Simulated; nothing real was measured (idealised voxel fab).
Process module, titled voxel ribs on slabs
240 nm wide, 5 nm square cells: that's cross-section cut.
When this document writes out a cross-section, it uses a grid of square cells and lists it as bands, beginning at the top and moving down, with a band standing for one or more rows of cells. Quick guide to a band line: top height, bottom height (nm) up front; then every material left to right with its width in nm. Only one material and it's marked "throughout"? Then it fills the band edge to edge. And "air" just means empty space. Basically, 0 is our baseline, since under it the wafer straight out of the box is all one material. The bottom band has no lower end and keeps on going down, so it looks like "z 0 and below". Per-row width for "30..40": begins at first number (top row of band), ends at second number (bottom row), increment between rows held constant. The designation "no modifications", where it is given for a processing step, indicates that no cell of the cross-section was altered in the course of that step. In the "Fully sealed cavities" entry, you get each enclosed empty space of 8 cells or more, one with no open way to the top, written width x height at distance, distance from the left edge, in nm. Read whatever lies past the settings on a step's line as the simulator's own remark about the step. "overlay nm" on a masked step: distance the mask lay right of its planned place, negative for left.
## Process steps foreseen in the plan
step 1: RECEIVE [material Si]
step 2: DIRECTIONAL_DEP [material SiO2] [thk nm 25]
step 3: DIRECTIONAL_DEP [material polySi] [thk nm 20]
step 4: PATTERN [tone cover] [mask id RIB] [material resist] [width nm 30] [thk nm 20] [overlay nm 0]
step 5: DIRECTIONAL_ETCH [etch materials polySi] [depth nm 5]
step 6: STRIP [etch materials resist]
step 7: DIRECTIONAL_DEP [material aC] [thk nm 15]
step 8: PATTERN [tone cover] [mask id SLAB] [material resist] [width nm 60] [thk nm 35] [overlay nm 0]
step 9: DIRECTIONAL_ETCH [etch materials aC] [depth nm 15]
step 10: STRIP [etch materials resist]
step 11: DIRECTIONAL_ETCH [etch materials polySi] [depth nm 15]
step 12: STRIP [etch materials aC]
step 13: FILL_DEP [material SiO2] [thk nm 30]
step 14: CMP [height nm 65]
step 15: DIRECTIONAL_DEP [material TiN] [thk nm 5]
step 16: MASKED_ETCH [tone cover] [mask id HEATER] [width nm 40] [etch materials TiN] [depth nm 5] [overlay nm 0]
step 17: CONFORMAL_DEP [material SiN] [thk nm 5]
## What follows covers the first of two wafers; it ran as planned
## Wafer at receipt (post step 1), cross-section
z 0 and below | Si throughout
Fully sealed cavities: none
## State of the wafer after step 2, shown in cross-section
z 25 to 0 | SiO2 throughout
Anything lower than 0 is untouched.
## State of the wafer after step 3, shown in cross-section
z 45 to 25 | polySi throughout
Anything lower than 25 is untouched.
## State of the wafer after step 4, shown in cross-section
z 65 to 45 | air: 105; resist: 30; air: 105
Anything lower than 45 is untouched.
## State of the wafer after step 5, shown in cross-section
z 65 to 45 | air: 105; resist: 30; air: 105
z 45 to 40 | air: 105; polySi: 30; air: 105
Anything lower than 40 is untouched.
## State of the wafer after step 6, shown in cross-section
z 45 to 40 | air: 105; polySi: 30; air: 105
Anything lower than 40 is untouched.
## State of the wafer after step 7, shown in cross-section
z 60 to 55 | air: 105; aC: 30; air: 105
z 55 to 45 | aC throughout
z 45 to 40 | aC: 105; polySi: 30; aC: 105
Anything lower than 40 is untouched.
## State of the wafer after step 8, shown in cross-section
z 95 to 60 | air: 90; resist: 60; air: 90
z 60 to 55 | air: 90; resist: 15; aC: 30; resist: 15; air: 90
Anything lower than 55 is untouched.
## State of the wafer after step 9, shown in cross-section
z 80 to 60 | air: 90; resist: 60; air: 90
z 60 to 55 | air: 90; resist: 15; aC: 30; resist: 15; air: 90
z 55 to 45 | air: 90; aC: 60; air: 90
z 45 to 40 | air: 90; aC: 15; polySi: 30; aC: 15; air: 90
Anything lower than 40 is untouched.
## State of the wafer after step 10, shown in cross-section
z 60 to 55 | air: 105; aC: 30; air: 105
Anything lower than 55 is untouched.
## State of the wafer after step 11, shown in cross-section
z 60 to 55 | air: 105; aC: 30; air: 105
z 55 to 45 | air: 90; aC: 60; air: 90
z 45 to 40 | air: 90; aC: 15; polySi: 30; aC: 15; air: 90
z 40 to 25 | air: 90; polySi: 60; air: 90
Anything lower than 25 is untouched.
## State of the wafer after step 12, shown in cross-section
z 45 to 40 | air: 105; polySi: 30; air: 105
Anything lower than 40 is untouched.
## State of the wafer after step 13, shown in cross-section
z 75 to 45 | SiO2 throughout
z 45 to 40 | SiO2: 105; polySi: 30; SiO2: 105
z 40 to 25 | SiO2: 90; polySi: 60; SiO2: 90
Anything lower than 25 is untouched.
## State of the wafer after step 14, shown in cross-section
z 65 to 45 | SiO2 throughout
Anything lower than 45 is untouched.
## State of the wafer after step 15, shown in cross-section
z 70 to 65 | TiN throughout
Anything lower than 65 is untouched.
## State of the wafer after step 16, shown in cross-section
z 70 to 65 | air: 100; TiN: 40; air: 100
Anything lower than 65 is untouched.
## State of the wafer after step 17, shown in cross-section
z 75 to 70 | air: 95; SiN: 50; air: 95
z 70 to 65 | SiN: 100; TiN: 40; SiN: 100
Anything lower than 65 is untouched.
## Second wafer, same starting state and plan as the first, one mistake in the run, identical through step 2
## Cross-section of the second wafer at the time by which step 3 should have been completed according to the plan
z 65 to 25 | polySi throughout
Anything lower than 25 is untouched.
## Cross-section of the second wafer at the time by which step 4 should have been completed according to the plan
z 85 to 65 | air: 105; resist: 30; air: 105
Anything lower than 65 is untouched.
## Cross-section of the second wafer at the time by which step 5 should have been completed according to the plan
z 85 to 65 | air: 105; resist: 30; air: 105
z 65 to 60 | air: 105; polySi: 30; air: 105
Anything lower than 60 is untouched.
## Cross-section of the second wafer at the time by which step 6 should have been completed according to the plan
z 65 to 60 | air: 105; polySi: 30; air: 105
Anything lower than 60 is untouched.
## Cross-section of the second wafer at the time by which step 7 should have been completed according to the plan
z 80 to 75 | air: 105; aC: 30; air: 105
z 75 to 65 | aC throughout
z 65 to 60 | aC: 105; polySi: 30; aC: 105
Anything lower than 60 is untouched.
## Cross-section of the second wafer at the time by which step 8 should have been completed according to the plan
z 115 to 80 | air: 90; resist: 60; air: 90
z 80 to 75 | air: 90; resist: 15; aC: 30; resist: 15; air: 90
Anything lower than 75 is untouched.
## Cross-section of the second wafer at the time by which step 9 should have been completed according to the plan
z 100 to 80 | air: 90; resist: 60; air: 90
z 80 to 75 | air: 90; resist: 15; aC: 30; resist: 15; air: 90
z 75 to 65 | air: 90; aC: 60; air: 90
z 65 to 60 | air: 90; aC: 15; polySi: 30; aC: 15; air: 90
Anything lower than 60 is untouched.
## Cross-section of the second wafer at the time by which step 10 should have been completed according to the plan
z 80 to 75 | air: 105; aC: 30; air: 105
Anything lower than 75 is untouched.
## Cross-section of the second wafer at the time by which step 11 should have been completed according to the plan
z 80 to 75 | air: 105; aC: 30; air: 105
z 75 to 65 | air: 90; aC: 60; air: 90
z 65 to 60 | air: 90; aC: 15; polySi: 30; aC: 15; air: 90
z 60 to 45 | air: 90; polySi: 60; air: 90
Anything lower than 45 is untouched.
## Cross-section of the second wafer at the time by which step 12 should have been completed according to the plan
z 65 to 60 | air: 105; polySi: 30; air: 105
Anything lower than 60 is untouched.
## Cross-section of the second wafer at the time by which step 13 should have been completed according to the plan
z 95 to 65 | SiO2 throughout
z 65 to 60 | SiO2: 105; polySi: 30; SiO2: 105
z 60 to 45 | SiO2: 90; polySi: 60; SiO2: 90
Anything lower than 45 is untouched.
## Cross-section of the second wafer at the time by which step 14 should have been completed according to the plan
z 65 to 60 | SiO2: 105; polySi: 30; SiO2: 105
Anything lower than 60 is untouched.
## Cross-section of the second wafer at the time by which step 15 should have been completed according to the plan
z 70 to 65 | TiN throughout
Anything lower than 65 is untouched.
## Cross-section of the second wafer at the time by which step 16 should have been completed according to the plan
z 70 to 65 | air: 100; TiN: 40; air: 100
Anything lower than 65 is untouched.
## Cross-section of the second wafer at the time by which step 17 should have been completed according to the plan
z 75 to 70 | air: 95; SiN: 50; air: 95
z 70 to 65 | SiN: 100; TiN: 40; SiN: 100
Anything lower than 65 is untouched.
Which mistake was made when the wafer was run? the plan had its step 3 run twice
Heads up, by the end the second wafer has more or fewer cells of some materials compared to the first: SiO2 -192 | polySi +192
